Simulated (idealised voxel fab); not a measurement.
Proc. module: voxel released beams
We display cut, a cross-section 210 nm in width whose square cells are each 5 nm.
A cross-section is a grid of square cells, given in bands from the top down. A band is one or more rows of cells. Look at the band entry: it leads with the top's height and the bottom's height in nm. Then it lists the materials left to right, with a width in nm for each. The word "throughout" on a single material says that material fills the band edge to edge. The word "empty" is empty space. Counting heights begins at 0, where everything beneath is, in the wafer as received, one material. The lowest band has no bottom; it goes on downwards, as "0 and below" shows. Per-row width for "30..40": begins at first number (top row of band), ends at second number (bottom row), increment between rows held constant. The cross-section has no changed cell in any step marked "all unchanged". In the "Enclosed voids" entry, you get each enclosed empty space of 8 cells or more, one with no open way to the top, written width x height at distance, distance from the left edge, in nm. Past the settings on a step's line: simulator remark, on that step. You can add "overlay nm" to a step's line. For a step with a mask, it describes how far the mask lay to the right of its planned position, and a negative number describes a lay to the left.
**Process steps (planned)**
1: RECEIVE [material Si]
2: CONFORMAL_DEP [material SiN] [thk nm 10]
3: DIRECTIONAL_DEP [material SiO2] [thk nm 10]
4: PATTERN [tone open] [mask id ANCHOR] [material resist] [width nm 45] [thk nm 20] [overlay nm 0]
5: DIRECTIONAL_ETCH [etch materials SiO2] [depth nm 10]
6: STRIP [etch materials resist]
7: CONFORMAL_DEP [material W] [thk nm 15]
8: PATTERN [tone cover] [mask id BEAM] [material resist] [width nm 115] [thk nm 15] [overlay nm 0]
9: DIRECTIONAL_ETCH [etch materials W] [depth nm 15]
10: STRIP [etch materials resist]
11: STRIP [etch materials SiO2]
**The following pertains to the first of two wafers, which was processed as planned**
**This is the cross-section of the wafer as we received it, i.e. after step 1**
  0 and below  Si throughout
  Enclosed voids: none
**Cross-section: wafer state after step 2**
  10 down to 0  SiN throughout
  At heights below 0, the structure remains unaltered.
**Cross-section: wafer state after step 3**
  20 down to 10  SiO2 throughout
  At heights below 10, the structure remains unaltered.
**Cross-section: wafer state after step 4**
  40 down to 20  resist=50 | empty=45 | resist=115
  At heights below 20, the structure remains unaltered.
**Cross-section: wafer state after step 5**
  40 down to 20  resist=50 | empty=45 | resist=115
  20 down to 10  SiO2=50 | empty=45 | SiO2=115
  At heights below 10, the structure remains unaltered.
**Cross-section: wafer state after step 6**
  20 down to 10  SiO2=50 | empty=45 | SiO2=115
  At heights below 10, the structure remains unaltered.
**Cross-section: wafer state after step 7**
  35 down to 25  W=65 | empty=15 | W=130
  25 down to 20  W throughout
  20 down to 10  SiO2=50 | W=45 | SiO2=115
  At heights below 10, the structure remains unaltered.
**Cross-section: wafer state after step 8**
  50 down to 35  empty=45 | resist=115 | empty=50
  35 down to 25  W=65 | resist=15 | W=130
  At heights below 25, the structure remains unaltered.
**Cross-section: wafer state after step 9**
  50 down to 35  empty=45 | resist=115 | empty=50
  35 down to 25  empty=45 | W=20 | resist=15 | W=80 | empty=50
  25 down to 20  empty=45 | W=115 | empty=50
  At heights below 20, the structure remains unaltered.
**Cross-section: wafer state after step 10**
  35 down to 25  empty=45 | W=20 | empty=15 | W=80 | empty=50
  At heights below 25, the structure remains unaltered.
**Cross-section: wafer state after step 11**
  35 down to 25  empty=45 | W=20 | empty=15 | W=80 | empty=50
  25 down to 20  empty=45 | W=115 | empty=50
  20 down to 10  empty=50 | W=45 | empty=115
  At heights below 10, the structure remains unaltered.
**Second wafer. Start and plan as for the first. One mistake made in running. Agrees with the first up to and including step 3**
**Cross-section of the second wafer at the time by which step 4 should have been completed according to the plan**
  40 down to 20  resist=55 | empty=40 | resist=115
  At heights below 20, the structure remains unaltered.
**Cross-section of the second wafer at the time by which step 5 should have been completed according to the plan**
  40 down to 20  resist=55 | empty=40 | resist=115
  20 down to 10  SiO2=55 | empty=40 | SiO2=115
  At heights below 10, the structure remains unaltered.
**Cross-section of the second wafer at the time by which step 6 should have been completed according to the plan**
  20 down to 10  SiO2=55 | empty=40 | SiO2=115
  At heights below 10, the structure remains unaltered.
**Cross-section of the second wafer at the time by which step 7 should have been completed according to the plan**
  35 down to 25  W=70 | empty=10 | W=130
  25 down to 20  W throughout
  20 down to 10  SiO2=55 | W=40 | SiO2=115
  At heights below 10, the structure remains unaltered.
**Cross-section of the second wafer at the time by which step 8 should have been completed according to the plan**
  50 down to 35  empty=45 | resist=115 | empty=50
  35 down to 25  W=70 | resist=10 | W=130
  At heights below 25, the structure remains unaltered.
**Cross-section of the second wafer at the time by which step 9 should have been completed according to the plan**
  50 down to 35  empty=45 | resist=115 | empty=50
  35 down to 25  empty=45 | W=25 | resist=10 | W=80 | empty=50
  25 down to 20  empty=45 | W=115 | empty=50
  At heights below 20, the structure remains unaltered.
**Cross-section of the second wafer at the time by which step 10 should have been completed according to the plan**
  35 down to 25  empty=45 | W=25 | empty=10 | W=80 | empty=50
  At heights below 25, the structure remains unaltered.
**Cross-section of the second wafer at the time by which step 11 should have been completed according to the plan**
  35 down to 25  empty=45 | W=25 | empty=10 | W=80 | empty=50
  25 down to 20  empty=45 | W=115 | empty=50
  20 down to 10  empty=55 | W=40 | empty=115
  At heights below 10, the structure remains unaltered.
What broke from the plan during processing? the process deviated at step 4: the operation and settings actually run there were PATTERN [tone open] [mask id ANCHOR] [material resist] [width nm 40] [thk nm 20] [overlay nm 0]
If you tally the cells, the second wafer ends up with the same amount of every material as the first; it's all just sitting in different places.
